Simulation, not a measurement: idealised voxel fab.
The process module that follows is named voxel self aligned vias.
FYI the section here is cut, 210 nm wide, cells are 5 nm squares.
Cross-section, as written here: a square-cell grid given band by band from the top down, where a band holds one or more rows of cells.
Quick guide to a band line: top height, bottom height (nm) up front; then every material left to right with its width in nm. Only one material and it's marked "edge to edge"? Then it fills the band edge to edge. And "air" just means empty space.
Note: height 0 marks the level under which the wafer is uniformly one material as received. Lowest band unbounded below, written "0 down".
With a width like "30->40", each row of cells in the band differs from the next by the same amount, the top row carrying the first number and the bottom row the second.
"remains unaltered" after a step means that no cell of the cross-section changed.
"Trapped voids" - sealed voids, min. 8 cells, no opening to top; format: width x height at distance (distance from left edge; nm throughout).
That trailing text on a step's line, after the settings, is the simulator's own remark on the step.
"overlay nm" answers the question of how far to the right of plan the mask lay on a step that has a mask, and when it is negative the answer is to the left.
Pairs from here to the end. Each: cross-section before one process step, cross-section after it, the latter only as far down as the lowest band that changed. Under each: the step between, and its settings. Mind that the pairs may be taken from different runs of this module on the same starting wafer; whether a pair continues from the pair above depends on its entry headed "Status before step", and it does only where that entry says so.

[Status before step]
- 75 to 65: aC edge to edge
- 65 to 45: SiO2 edge to edge
- 45 to 35: 65 of SiO2 / 20 of SiN / 40 of SiO2 / 20 of SiN / 65 of SiO2
- 35 to 25: 65 of SiO2 / 5 of TiN / 10 of Ru / 5 of TiN / 40 of SiO2 / 5 of TiN / 10 of Ru / 5 of TiN / 65 of SiO2
- 25 to 20: 65 of SiO2 / 20 of TiN / 40 of SiO2 / 20 of TiN / 65 of SiO2
- 20 to 5: SiO2 edge to edge
- 5 to 0: SiCN edge to edge
- 0 down: Si edge to edge
- Trapped voids: none

[Resulting Structure]
- 105 to 75: 60 of resist / 30 of air / 120 of resist
- Whatever lies below 75 is exactly as it was before.
- Trapped voids: none
Can you name the step between the two cross-sections above? It is PATTERN (tone open; mask id VIAS; material resist; width nm 30; thk nm 30; overlay nm 0)

Status before step: after-step cross-section of the pair just above applies.

[Resulting Structure]
- 95 to 75: 60 of resist / 30 of air / 120 of resist
- 75 to 65: 60 of aC / 30 of air / 120 of aC
- Whatever lies below 65 is exactly as it was before.
- Trapped voids: none
Can you name the step between the two cross-sections above? It is DIRECTIONAL_ETCH (etch materials aC; depth nm 10)

Status before step: after-step cross-section of the pair just above applies.

[Resulting Structure]
- 75 to 65: 60 of aC / 30 of air / 120 of aC
- Whatever lies below 65 is exactly as it was before.
- Trapped voids: none
Can you name the step between the two cross-sections above? It is STRIP (etch materials resist)

Status before step: after-step cross-section of the pair just above applies.

[Resulting Structure]
- 75 to 65: 60 of aC / 30 of air / 120 of aC
- 65 to 45: 60 of SiO2 / 30 of air / 120 of SiO2
- Whatever lies below 45 is exactly as it was before.
- Trapped voids: none
Can you name the step between the two cross-sections above? It is DIRECTIONAL_ETCH (etch materials SiO2; depth nm 20)

Status before step: after-step cross-section of the pair just above applies.

[Resulting Structure]
- 75 to 65: 60 of aC / 30 of air / 120 of aC
- 65 to 45: 60 of SiO2 / 30 of air / 120 of SiO2
- 45 to 35: 65 of SiO2 / 20 of air / 40 of SiO2 / 20 of SiN / 65 of SiO2
- Whatever lies below 35 is exactly as it was before.
- Trapped voids: none
Can you name the step between the two cross-sections above? It is DIRECTIONAL_ETCH (etch materials SiN; depth nm 10)

Status before step: after-step cross-section of the pair just above applies.

[Resulting Structure]
- 65 to 45: 60 of SiO2 / 30 of air / 120 of SiO2
- Whatever lies below 45 is exactly as it was before.
- Trapped voids: none
Can you name the step between the two cross-sections above? It is STRIP (etch materials aC)

Status before step: after-step cross-section of the pair just above applies.

[Resulting Structure]
- 70 to 65: 65 of TiN / 20 of air / 125 of TiN
- 65 to 50: 60 of SiO2 / 5 of TiN / 20 of air / 5 of TiN / 120 of SiO2
- 50 to 45: 60 of SiO2 / 10 of TiN / 10 of air / 10 of TiN / 120 of SiO2
- 45 to 40: 65 of SiO2 / 5 of TiN / 10 of air / 5 of TiN / 40 of SiO2 / 20 of SiN / 65 of SiO2
- 40 to 35: 65 of SiO2 / 20 of TiN / 40 of SiO2 / 20 of SiN / 65 of SiO2
- Whatever lies below 35 is exactly as it was before.
- Trapped voids: none
Can you name the step between the two cross-sections above? It is CONFORMAL_DEP (material TiN; thk nm 5)

Status before step: after-step cross-section of the pair just above applies.

[Resulting Structure]
- 75 to 70: Cu edge to edge
- 70 to 65: 65 of TiN / 20 of Cu / 125 of TiN
- 65 to 50: 60 of SiO2 / 5 of TiN / 20 of Cu / 5 of TiN / 120 of SiO2
- 50 to 45: 60 of SiO2 / 10 of TiN / 10 of Cu / 10 of TiN / 120 of SiO2
- 45 to 40: 65 of SiO2 / 5 of TiN / 10 of Cu / 5 of TiN / 40 of SiO2 / 20 of SiN / 65 of SiO2
- Whatever lies below 40 is exactly as it was before.
- Trapped voids: none
Can you name the step between the two cross-sections above? It is FILL_DEP (material Cu; thk nm 5)

Status before step: after-step cross-section of the pair just above applies.

[Resulting Structure]
- 65 to 50: 60 of SiO2 / 5 of TiN / 20 of Cu / 5 of TiN / 120 of SiO2
- Whatever lies below 50 is exactly as it was before.
- Trapped voids: none
Can you name the step between the two cross-sections above? It is CMP (height nm 65)

Status before step: after-step cross-section of the pair just above applies.

[Resulting Structure]
- 70 to 65: SiCN edge to edge
- Whatever lies below 65 is exactly as it was before.
- Trapped voids: none
Can you name the step between the two cross-sections above? It is CONFORMAL_DEP (material SiCN; thk nm 5)

[Status before step]
- 20 to 15: SiCN edge to edge
- 15 to 0: SiO2 edge to edge
- 0 down: Si edge to edge
- Trapped voids: none

[Resulting Structure]
- 40 to 20: SiO2 edge to edge
- Whatever lies below 20 is exactly as it was before.
- Trapped voids: none
Can you name the step between the two cross-sections above? It is DIRECTIONAL_DEP (material SiO2; thk nm 20)

Status before step: after-step cross-section of the pair just above applies.

[Resulting Structure]
- 55 to 40: 65 of resist / 20 of air / 40 of resist / 20 of air / 65 of resist
- Whatever lies below 40 is exactly as it was before.
- Trapped voids: none
Can you name the step between the two cross-sections above? It is PATTERN (tone open; mask id LINES; material resist; width nm 20; pitch nm 60; thk nm 15; overlay nm 0)

Status before step: after-step cross-section of the pair just above applies.

[Resulting Structure]
- 55 to 40: 65 of resist / 20 of air / 40 of resist / 20 of air / 65 of resist
- 40 to 20: 65 of SiO2 / 20 of air / 40 of SiO2 / 20 of air / 65 of SiO2
- Whatever lies below 20 is exactly as it was before.
- Trapped voids: none
Can you name the step between the two cross-sections above? It is DIRECTIONAL_ETCH (etch materials SiO2; depth nm 25)

Status before step: after-step cross-section of the pair just above applies.

[Resulting Structure]
- 40 to 20: 65 of SiO2 / 20 of air / 40 of SiO2 / 20 of air / 65 of SiO2
- Whatever lies below 20 is exactly as it was before.
- Trapped voids: none
Can you name the step between the two cross-sections above? It is STRIP (etch materials resist)

Status before step: after-step cross-section of the pair just above applies.

[Resulting Structure]
- 45 to 40: 70 of TiN / 10 of air / 50 of TiN / 10 of air / 70 of TiN
- 40 to 25: 65 of SiO2 / 5 of TiN / 10 of air / 5 of TiN / 40 of SiO2 / 5 of TiN / 10 of air / 5 of TiN / 65 of SiO2
- 25 to 20: 65 of SiO2 / 20 of TiN / 40 of SiO2 / 20 of TiN / 65 of SiO2
- Whatever lies below 20 is exactly as it was before.
- Trapped voids: none
Can you name the step between the two cross-sections above? It is CONFORMAL_DEP (material TiN; thk nm 5)

Status before step: after-step cross-section of the pair just above applies.

[Resulting Structure]
- 50 to 45: Ru edge to edge
- 45 to 40: 70 of TiN / 10 of Ru / 50 of TiN / 10 of Ru / 70 of TiN
- 40 to 25: 65 of SiO2 / 5 of TiN / 10 of Ru / 5 of TiN / 40 of SiO2 / 5 of TiN / 10 of Ru / 5 of TiN / 65 of SiO2
- Whatever lies below 25 is exactly as it was before.
- Trapped voids: none
Can you name the step between the two cross-sections above? It is FILL_DEP (material Ru; thk nm 5)

Status before step: after-step cross-section of the pair just above applies.

[Resulting Structure]
- 45 to 40: 70 of TiN / 10 of Ru / 50 of TiN / 10 of Ru / 70 of TiN
- Whatever lies below 40 is exactly as it was before.
- Trapped voids: none
Can you name the step between the two cross-sections above? It is CMP (height nm 45)

Status before step: after-step cross-section of the pair just above applies.

[Resulting Structure]
- 40 to 35: 65 of SiO2 / 20 of air / 40 of SiO2 / 20 of air / 65 of SiO2
- Whatever lies below 35 is exactly as it was before.
- Trapped voids: none
Can you name the step between the two cross-sections above? It is SELECTIVE_ETCH (etch materials W Ru TiN; depth nm 10)

Status before step: after-step cross-section of the pair just above applies.

[Resulting Structure]
- 45 to 40: SiN edge to edge
- 40 to 35: 65 of SiO2 / 20 of SiN / 40 of SiO2 / 20 of SiN / 65 of SiO2
- Whatever lies below 35 is exactly as it was before.
- Trapped voids: none
Can you name the step between the two cross-sections above? It is FILL_DEP (material SiN; thk nm 5)

Status before step: after-step cross-section of the pair just above applies.

[Resulting Structure]
- 65 to 45: SiO2 edge to edge
- Whatever lies below 45 is exactly as it was before.
- Trapped voids: none
Can you name the step between the two cross-sections above? It is DIRECTIONAL_DEP (material SiO2; thk nm 20)

Status before step: after-step cross-section of the pair just above applies.

[Resulting Structure]
- 75 to 65: aC edge to edge
- Whatever lies below 65 is exactly as it was before.
- Trapped voids: none
Can you name the step between the two cross-sections above? It is DIRECTIONAL_DEP (material aC; thk nm 10)

Status before step: after-step cross-section of the pair just above applies.

[Resulting Structure]
- 105 to 75: 60 of resist / 30 of air / 120 of resist
- Whatever lies below 75 is exactly as it was before.
- Trapped voids: none
Can you name the step between the two cross-sections above? It is PATTERN (tone open; mask id VIAS; material resist; width nm 30; thk nm 30; overlay nm 0)

Status before step: after-step cross-section of the pair just above applies.

[Resulting Structure]
- 95 to 75: 60 of resist / 30 of air / 120 of resist
- 75 to 65: 60 of aC / 30 of air / 120 of aC
- Whatever lies below 65 is exactly as it was before.
- Trapped voids: none
Can you name the step between the two cross-sections above? It is DIRECTIONAL_ETCH (etch materials aC; depth nm 10)

Status before step: after-step cross-section of the pair just above applies.

[Resulting Structure]
- 75 to 65: 60 of aC / 30 of air / 120 of aC
- Whatever lies below 65 is exactly as it was before.
- Trapped voids: none
Can you name the step between the two cross-sections above? It is STRIP (etch materials resist)

Status before step: after-step cross-section of the pair just above applies.

[Resulting Structure]
- 75 to 65: 60 of aC / 30 of air / 120 of aC
- 65 to 45: 60 of SiO2 / 30 of air / 120 of SiO2
- Whatever lies below 45 is exactly as it was before.
- Trapped voids: none
Can you name the step between the two cross-sections above? It is DIRECTIONAL_ETCH (etch materials SiO2; depth nm 20)

Status before step: after-step cross-section of the pair just above applies.

[Resulting Structure]
- 75 to 65: 60 of aC / 30 of air / 120 of aC
- 65 to 45: 60 of SiO2 / 30 of air / 120 of SiO2
- 45 to 40: 60 of SiN / 30 of air / 120 of SiN
- 40 to 35: 65 of SiO2 / 20 of air / 40 of SiO2 / 20 of SiN / 65 of SiO2
- Whatever lies below 35 is exactly as it was before.
- Trapped voids: none
Can you name the step between the two cross-sections above? It is DIRECTIONAL_ETCH (etch materials SiN; depth nm 10)

Status before step: after-step cross-section of the pair just above applies.

[Resulting Structure]
- 65 to 45: 60 of SiO2 / 30 of air / 120 of SiO2
- Whatever lies below 45 is exactly as it was before.
- Trapped voids: none
Can you name the step between the two cross-sections above? It is STRIP (etch materials aC)

Status before step: after-step cross-section of the pair just above applies.

[Resulting Structure]
- 70 to 65: 65 of TiN / 20 of air / 125 of TiN
- 65 to 45: 60 of SiO2 / 5 of TiN / 20 of air / 5 of TiN / 120 of SiO2
- 45 to 40: 60 of SiN / 10 of TiN / 10 of air / 10 of TiN / 120 of SiN
- 40 to 35: 65 of SiO2 / 20 of TiN / 40 of SiO2 / 20 of SiN / 65 of SiO2
- Whatever lies below 35 is exactly as it was before.
- Trapped voids: none
Can you name the step between the two cross-sections above? It is CONFORMAL_DEP (material TiN; thk nm 5)

Status before step: after-step cross-section of the pair just above applies.

[Resulting Structure]
- 75 to 70: Cu edge to edge
- 70 to 65: 65 of TiN / 20 of Cu / 125 of TiN
- 65 to 45: 60 of SiO2 / 5 of TiN / 20 of Cu / 5 of TiN / 120 of SiO2
- 45 to 40: 60 of SiN / 10 of TiN / 10 of Cu / 10 of TiN / 120 of SiN
- Whatever lies below 40 is exactly as it was before.
- Trapped voids: none
Can you name the step between the two cross-sections above? It is FILL_DEP (material Cu; thk nm 5)

Status before step: after-step cross-section of the pair just above applies.

[Resulting Structure]
- 65 to 45: 60 of SiO2 / 5 of TiN / 20 of Cu / 5 of TiN / 120 of SiO2
- Whatever lies below 45 is exactly as it was before.
- Trapped voids: none
Can you name the step between the two cross-sections above? It is CMP (height nm 65)

Status before step: after-step cross-section of the pair just above applies.

[Resulting Structure]
- 70 to 65: SiCN edge to edge
- Whatever lies below 65 is exactly as it was before.
- Trapped voids: none
Can you name the step between the two cross-sections above? It is CONFORMAL_DEP (material SiCN; thk nm 5)

[Status before step]
- 45 to 20: SiO2 edge to edge
- 20 to 15: SiCN edge to edge
- 15 to 0: SiO2 edge to edge
- 0 down: Si edge to edge
- Trapped voids: none

[Resulting Structure]
- 60 to 45: 60 of resist / 30 of air / 30 of resist / 30 of air / 60 of resist
- Whatever lies below 45 is exactly as it was before.
- Trapped voids: none
Can you name the step between the two cross-sections above? It is PATTERN (tone open; mask id LINES; material resist; width nm 30; pitch nm 60; thk nm 15; overlay nm 0)

Status before step: after-step cross-section of the pair just above applies.

[Resulting Structure]
- 60 to 45: 60 of resist / 30 of air / 30 of resist / 30 of air / 60 of resist
- 45 to 20: 60 of SiO2 / 30 of air / 30 of SiO2 / 30 of air / 60 of SiO2
- Whatever lies below 20 is exactly as it was before.
- Trapped voids: none
Can you name the step between the two cross-sections above? It is DIRECTIONAL_ETCH (etch materials SiO2; depth nm 25)

Status before step: after-step cross-section of the pair just above applies.

[Resulting Structure]
- 45 to 20: 60 of SiO2 / 30 of air / 30 of SiO2 / 30 of air / 60 of SiO2
- Whatever lies below 20 is exactly as it was before.
- Trapped voids: none
Can you name the step between the two cross-sections above? It is STRIP (etch materials resist)

Status before step: after-step cross-section of the pair just above applies.

[Resulting Structure]
- 50 to 45: 65 of TiN / 20 of air / 40 of TiN / 20 of air / 65 of TiN
- 45 to 25: 60 of SiO2 / 5 of TiN / 20 of air / 5 of TiN / 30 of SiO2 / 5 of TiN / 20 of air / 5 of TiN / 60 of SiO2
- 25 to 20: 60 of SiO2 / 30 of TiN / 30 of SiO2 / 30 of TiN / 60 of SiO2
- Whatever lies below 20 is exactly as it was before.
- Trapped voids: none
Can you name the step between the two cross-sections above? It is CONFORMAL_DEP (material TiN; thk nm 5)

Status before step: after-step cross-section of the pair just above applies.

[Resulting Structure]
- 55 to 50: Ru edge to edge
- 50 to 45: 65 of TiN / 20 of Ru / 40 of TiN / 20 of Ru / 65 of TiN
- 45 to 25: 60 of SiO2 / 5 of TiN / 20 of Ru / 5 of TiN / 30 of SiO2 / 5 of TiN / 20 of Ru / 5 of TiN / 60 of SiO2
- Whatever lies below 25 is exactly as it was before.
- Trapped voids: none
Can you name the step between the two cross-sections above? It is FILL_DEP (material Ru; thk nm 5)

Status before step: after-step cross-section of the pair just above applies.

[Resulting Structure]
- 45 to 25: 60 of SiO2 / 5 of TiN / 20 of Ru / 5 of TiN / 30 of SiO2 / 5 of TiN / 20 of Ru / 5 of TiN / 60 of SiO2
- Whatever lies below 25 is exactly as it was before.
- Trapped voids: none
Can you name the step between the two cross-sections above? It is CMP (height nm 45)

Status before step: after-step cross-section of the pair just above applies.

[Resulting Structure]
- 45 to 35: 60 of SiO2 / 30 of air / 30 of SiO2 / 30 of air / 60 of SiO2
- Whatever lies below 35 is exactly as it was before.
- Trapped voids: none
Can you name the step between the two cross-sections above? It is SELECTIVE_ETCH (etch materials W Ru TiN; depth nm 10)

Status before step: after-step cross-section of the pair just above applies.

[Resulting Structure]
- 50 to 45: SiN edge to edge
- 45 to 35: 60 of SiO2 / 30 of SiN / 30 of SiO2 / 30 of SiN / 60 of SiO2
- Whatever lies below 35 is exactly as it was before.
- Trapped voids: none
Can you name the step between the two cross-sections above? It is FILL_DEP (material SiN; thk nm 5)

Status before step: after-step cross-section of the pair just above applies.

[Resulting Structure]
- 45 to 35: 60 of SiO2 / 30 of SiN / 30 of SiO2 / 30 of SiN / 60 of SiO2
- Whatever lies below 35 is exactly as it was before.
- Trapped voids: none
Can you name the step between the two cross-sections above? It is CMP (height nm 45)

Status before step: after-step cross-section of the pair just above applies.

[Resulting Structure]
- 65 to 45: SiO2 edge to edge
- Whatever lies below 45 is exactly as it was before.
- Trapped voids: none
Can you name the step between the two cross-sections above? It is DIRECTIONAL_DEP (material SiO2; thk nm 20)

Status before step: after-step cross-section of the pair just above applies.

[Resulting Structure]
- 75 to 65: aC edge to edge
- Whatever lies below 65 is exactly as it was before.
- Trapped voids: none
Can you name the step between the two cross-sections above? It is DIRECTIONAL_DEP (material aC; thk nm 10)

Status before step: after-step cross-section of the pair just above applies.

[Resulting Structure]
- 105 to 75: 60 of resist / 30 of air / 120 of resist
- Whatever lies below 75 is exactly as it was before.
- Trapped voids: none
Can you name the step between the two cross-sections above? It is PATTERN (tone open; mask id VIAS; material resist; width nm 30; thk nm 30; overlay nm 0)

Status before step: after-step cross-section of the pair just above applies.

[Resulting Structure]
- 95 to 75: 60 of resist / 30 of air / 120 of resist
- 75 to 65: 60 of aC / 30 of air / 120 of aC
- Whatever lies below 65 is exactly as it was before.
- Trapped voids: none
Can you name the step between the two cross-sections above? It is DIRECTIONAL_ETCH (etch materials aC; depth nm 10)

Status before step: after-step cross-section of the pair just above applies.

[Resulting Structure]
- 75 to 65: 60 of aC / 30 of air / 120 of aC
- Whatever lies below 65 is exactly as it was before.
- Trapped voids: none
Can you name the step between the two cross-sections above? It is STRIP (etch materials resist)

Status before step: after-step cross-section of the pair just above applies.

[Resulting Structure]
- 75 to 65: 60 of aC / 30 of air / 120 of aC
- 65 to 45: 60 of SiO2 / 30 of air / 120 of SiO2
- Whatever lies below 45 is exactly as it was before.
- Trapped voids: none
Can you name the step between the two cross-sections above? It is DIRECTIONAL_ETCH (etch materials SiO2; depth nm 20)

Status before step: after-step cross-section of the pair just above applies.

[Resulting Structure]
- 75 to 65: 60 of aC / 30 of air / 120 of aC
- 65 to 45: 60 of SiO2 / 30 of air / 120 of SiO2
- 45 to 35: 60 of SiO2 / 30 of air / 30 of SiO2 / 30 of SiN / 60 of SiO2
- Whatever lies below 35 is exactly as it was before.
- Trapped voids: none
Can you name the step between the two cross-sections above? It is DIRECTIONAL_ETCH (etch materials SiN; depth nm 10)

Status before step: after-step cross-section of the pair just above applies.

[Resulting Structure]
- 65 to 45: 60 of SiO2 / 30 of air / 120 of SiO2
- Whatever lies below 45 is exactly as it was before.
- Trapped voids: none
Can you name the step between the two cross-sections above? It is STRIP (etch materials aC)

Status before step: after-step cross-section of the pair just above applies.

[Resulting Structure]
- 70 to 65: 65 of TiN / 20 of air / 125 of TiN
- 65 to 45: 60 of SiO2 / 5 of TiN / 20 of air / 5 of TiN / 120 of SiO2
- 45 to 40: 60 of SiO2 / 5 of TiN / 20 of air / 5 of TiN / 30 of SiO2 / 30 of SiN / 60 of SiO2
- 40 to 35: 60 of SiO2 / 30 of TiN / 30 of SiO2 / 30 of SiN / 60 of SiO2
- Whatever lies below 35 is exactly as it was before.
- Trapped voids: none
Can you name the step between the two cross-sections above? It is CONFORMAL_DEP (material TiN; thk nm 5)

Status before step: after-step cross-section of the pair just above applies.

[Resulting Structure]
- 75 to 70: Cu edge to edge
- 70 to 65: 65 of TiN / 20 of Cu / 125 of TiN
- 65 to 45: 60 of SiO2 / 5 of TiN / 20 of Cu / 5 of TiN / 120 of SiO2
- 45 to 40: 60 of SiO2 / 5 of TiN / 20 of Cu / 5 of TiN / 30 of SiO2 / 30 of SiN / 60 of SiO2
- Whatever lies below 40 is exactly as it was before.
- Trapped voids: none
Can you name the step between the two cross-sections above? It is FILL_DEP (material Cu; thk nm 5)

Status before step: after-step cross-section of the pair just above applies.

[Resulting Structure]
- 65 to 45: 60 of SiO2 / 5 of TiN / 20 of Cu / 5 of TiN / 120 of SiO2
- Whatever lies below 45 is exactly as it was before.
- Trapped voids: none
Can you name the step between the two cross-sections above? It is CMP (height nm 65)

Status before step: after-step cross-section of the pair just above applies.

[Resulting Structure]
- 70 to 65: SiCN edge to edge
- Whatever lies below 65 is exactly as it was before.
- Trapped voids: none
Can you name the step between the two cross-sections above? It is CONFORMAL_DEP (material SiCN; thk nm 5)

[Status before step]
- 75 to 65: aC edge to edge
- 65 to 45: SiO2 edge to edge
- 45 to 35: 65 of SiO2 / 20 of SiN / 40 of SiO2 / 20 of SiN / 65 of SiO2
- 35 to 25: 65 of SiO2 / 5 of TiN / 10 of Ru / 5 of TiN / 40 of SiO2 / 5 of TiN / 10 of Ru / 5 of TiN / 65 of SiO2
- 25 to 20: 65 of SiO2 / 20 of TiN / 40 of SiO2 / 20 of TiN / 65 of SiO2
- 20 to 15: SiCN edge to edge
- 15 to 0: SiO2 edge to edge
- 0 down: Si edge to edge
- Trapped voids: none

[Resulting Structure]
- 105 to 75: 50 of resist / 30 of air / 130 of resist
- Whatever lies below 75 is exactly as it was before.
- Trapped voids: none
Can you name the step between the two cross-sections above? It is PATTERN (tone open; mask id VIAS; material resist; width nm 30; thk nm 30; overlay nm -10)

Status before step: after-step cross-section of the pair just above applies.

[Resulting Structure]
- 95 to 75: 50 of resist / 30 of air / 130 of resist
- 75 to 65: 50 of aC / 30 of air / 130 of aC
- Whatever lies below 65 is exactly as it was before.
- Trapped voids: none
Can you name the step between the two cross-sections above? It is DIRECTIONAL_ETCH (etch materials aC; depth nm 10)

Status before step: after-step cross-section of the pair just above applies.

[Resulting Structure]
- 75 to 65: 50 of aC / 30 of air / 130 of aC
- Whatever lies below 65 is exactly as it was before.
- Trapped voids: none
Can you name the step between the two cross-sections above? It is STRIP (etch materials resist)

Status before step: after-step cross-section of the pair just above applies.

[Resulting Structure]
- 75 to 65: 50 of aC / 30 of air / 130 of aC
- 65 to 45: 50 of SiO2 / 30 of air / 130 of SiO2
- Whatever lies below 45 is exactly as it was before.
- Trapped voids: none
Can you name the step between the two cross-sections above? It is DIRECTIONAL_ETCH (etch materials SiO2; depth nm 20)

Status before step: after-step cross-section of the pair just above applies.

[Resulting Structure]
- 75 to 65: 50 of aC / 30 of air / 130 of aC
- 65 to 45: 50 of SiO2 / 30 of air / 130 of SiO2
- 45 to 35: 65 of SiO2 / 15 of air / 5 of SiN / 40 of SiO2 / 20 of SiN / 65 of SiO2
- Whatever lies below 35 is exactly as it was before.
- Trapped voids: none
Can you name the step between the two cross-sections above? It is DIRECTIONAL_ETCH (etch materials SiN; depth nm 10)

Status before step: after-step cross-section of the pair just above applies.

[Resulting Structure]
- 65 to 45: 50 of SiO2 / 30 of air / 130 of SiO2
- Whatever lies below 45 is exactly as it was before.
- Trapped voids: none
Can you name the step between the two cross-sections above? It is STRIP (etch materials aC)

Status before step: after-step cross-section of the pair just above applies.

[Resulting Structure]
- 70 to 65: 55 of TiN / 20 of air / 135 of TiN
- 65 to 50: 50 of SiO2 / 5 of TiN / 20 of air / 5 of TiN / 130 of SiO2
- 50 to 45: 50 of SiO2 / 20 of TiN / 5 of air / 5 of TiN / 130 of SiO2
- 45 to 40: 65 of SiO2 / 5 of TiN / 5 of air / 5 of TiN / 5 of SiN / 40 of SiO2 / 20 of SiN / 65 of SiO2
- 40 to 35: 65 of SiO2 / 15 of TiN / 5 of SiN / 40 of SiO2 / 20 of SiN / 65 of SiO2
- Whatever lies below 35 is exactly as it was before.
- Trapped voids: none
Can you name the step between the two cross-sections above? It is CONFORMAL_DEP (material TiN; thk nm 5)

Status before step: after-step cross-section of the pair just above applies.

[Resulting Structure]
- 75 to 70: Cu edge to edge
- 70 to 65: 55 of TiN / 20 of Cu / 135 of TiN
- 65 to 50: 50 of SiO2 / 5 of TiN / 20 of Cu / 5 of TiN / 130 of SiO2
- 50 to 45: 50 of SiO2 / 20 of TiN / 5 of Cu / 5 of TiN / 130 of SiO2
- 45 to 40: 65 of SiO2 / 5 of TiN / 5 of Cu / 5 of TiN / 5 of SiN / 40 of SiO2 / 20 of SiN / 65 of SiO2
- Whatever lies below 40 is exactly as it was before.
- Trapped voids: none
Can you name the step between the two cross-sections above? It is FILL_DEP (material Cu; thk nm 5)

Status before step: after-step cross-section of the pair just above applies.

[Resulting Structure]
- 65 to 50: 50 of SiO2 / 5 of TiN / 20 of Cu / 5 of TiN / 130 of SiO2
- Whatever lies below 50 is exactly as it was before.
- Trapped voids: none
Can you name the step between the two cross-sections above? It is CMP (height nm 65)

Status before step: after-step cross-section of the pair just above applies.

[Resulting Structure]
- 70 to 65: SiCN edge to edge
- Whatever lies below 65 is exactly as it was before.
- Trapped voids: none
Can you name the step between the two cross-sections above? It is CONFORMAL_DEP (material SiCN; thk nm 5)

[Status before step]
- 65 to 45: 60 of SiO2 / 30 of air / 120 of SiO2
- 45 to 35: 65 of SiO2 / 20 of air / 40 of SiO2 / 20 of SiN / 65 of SiO2
- 35 to 25: 65 of SiO2 / 5 of TiN / 10 of Ru / 5 of TiN / 40 of SiO2 / 5 of TiN / 10 of Ru / 5 of TiN / 65 of SiO2
- 25 to 20: 65 of SiO2 / 20 of TiN / 40 of SiO2 / 20 of TiN / 65 of SiO2
- 20 to 15: SiCN edge to edge
- 15 to 0: SiO2 edge to edge
- 0 down: Si edge to edge
- Trapped voids: none

[Resulting Structure]
- 70 to 50: 65 of SiO2 / 20 of air / 125 of SiO2
- 50 to 45: 70 of SiO2 / 10 of air / 130 of SiO2
- 45 to 40: 70 of SiO2 / 10 of air / 45 of SiO2 / 20 of SiN / 65 of SiO2
- 40 to 35: 125 of SiO2 / 20 of SiN / 65 of SiO2
- Whatever lies below 35 is exactly as it was before.
- Trapped voids: none
Can you name the step between the two cross-sections above? It is CONFORMAL_DEP (material SiO2; thk nm 5)

Status before step: after-step cross-section of the pair just above applies.

[Resulting Structure]
- 75 to 70: Cu edge to edge
- 70 to 50: 65 of SiO2 / 20 of Cu / 125 of SiO2
- 50 to 45: 70 of SiO2 / 10 of Cu / 130 of SiO2
- 45 to 40: 70 of SiO2 / 10 of Cu / 45 of SiO2 / 20 of SiN / 65 of SiO2
- Whatever lies below 40 is exactly as it was before.
- Trapped voids: none
Can you name the step between the two cross-sections above? It is FILL_DEP (material Cu; thk nm 5)

Status before step: after-step cross-section of the pair just above applies.

[Resulting Structure]
- 65 to 50: 65 of SiO2 / 20 of Cu / 125 of SiO2
- Whatever lies below 50 is exactly as it was before.
- Trapped voids: none
Can you name the step between the two cross-sections above? It is CMP (height nm 65)

Status before step: after-step cross-section of the pair just above applies.

[Resulting Structure]
- 70 to 65: SiCN edge to edge
- Whatever lies below 65 is exactly as it was before.
- Trapped voids: none
Can you name the step between the two cross-sections above? It is CONFORMAL_DEP (material SiCN; thk nm 5)

[Status before step]
- 75 to 65: aC edge to edge
- 65 to 45: SiO2 edge to edge
- 45 to 35: 65 of SiO2 / 20 of SiN / 40 of SiO2 / 20 of SiN / 65 of SiO2
- 35 to 25: 65 of SiO2 / 5 of TiN / 10 of Ru / 5 of TiN / 40 of SiO2 / 5 of TiN / 10 of Ru / 5 of TiN / 65 of SiO2
- 25 to 20: 65 of SiO2 / 20 of TiN / 40 of SiO2 / 20 of TiN / 65 of SiO2
- 20 to 15: SiCN edge to edge
- 15 to 0: SiO2 edge to edge
- 0 down: Si edge to edge
- Trapped voids: none

[Resulting Structure]
- 105 to 75: 60 of air / 30 of resist / 120 of air
- Whatever lies below 75 is exactly as it was before.
- Trapped voids: none
Can you name the step between the two cross-sections above? It is PATTERN (tone cover; mask id VIAS; material resist; width nm 30; thk nm 30; overlay nm 0)

Status before step: after-step cross-section of the pair just above applies.

[Resulting Structure]
- 95 to 75: 60 of air / 30 of resist / 120 of air
- 75 to 65: 60 of air / 30 of aC / 120 of air
- Whatever lies below 65 is exactly as it was before.
- Trapped voids: none
Can you name the step between the two cross-sections above? It is DIRECTIONAL_ETCH (etch materials aC; depth nm 10)

Status before step: after-step cross-section of the pair just above applies.

[Resulting Structure]
- 75 to 65: 60 of air / 30 of aC / 120 of air
- Whatever lies below 65 is exactly as it was before.
- Trapped voids: none
Can you name the step between the two cross-sections above? It is STRIP (etch materials resist)

Status before step: after-step cross-section of the pair just above applies.

[Resulting Structure]
- 75 to 65: 60 of air / 30 of aC / 120 of air
- 65 to 45: 60 of air / 30 of SiO2 / 120 of air
- Whatever lies below 45 is exactly as it was before.
- Trapped voids: none
Can you name the step between the two cross-sections above? It is DIRECTIONAL_ETCH (etch materials SiO2; depth nm 20)

Status before step: after-step cross-section of the pair just above applies.

[Resulting Structure]
- 75 to 65: 60 of air / 30 of aC / 120 of air
- 65 to 45: 60 of air / 30 of SiO2 / 120 of air
- 45 to 35: 65 of SiO2 / 20 of SiN / 40 of SiO2 / 20 of air / 65 of SiO2
- Whatever lies below 35 is exactly as it was before.
- Trapped voids: none
Can you name the step between the two cross-sections above? It is DIRECTIONAL_ETCH (etch materials SiN; depth nm 10)

Status before step: after-step cross-section of the pair just above applies.

[Resulting Structure]
- 65 to 45: 60 of air / 30 of SiO2 / 120 of air
- Whatever lies below 45 is exactly as it was before.
- Trapped voids: none
Can you name the step between the two cross-sections above? It is STRIP (etch materials aC)

Status before step: after-step cross-section of the pair just above applies.

[Resulting Structure]
- 70 to 65: 55 of air / 40 of TiN / 115 of air
- 65 to 50: 55 of air / 5 of TiN / 30 of SiO2 / 5 of TiN / 115 of air
- 50 to 45: 60 of TiN / 30 of SiO2 / 40 of TiN / 10 of air / 70 of TiN
- 45 to 40: 65 of SiO2 / 20 of SiN / 40 of SiO2 / 5 of TiN / 10 of air / 5 of TiN / 65 of SiO2
- 40 to 35: 65 of SiO2 / 20 of SiN / 40 of SiO2 / 20 of TiN / 65 of SiO2
- Whatever lies below 35 is exactly as it was before.
- Trapped voids: none
Can you name the step between the two cross-sections above? It is CONFORMAL_DEP (material TiN; thk nm 5)
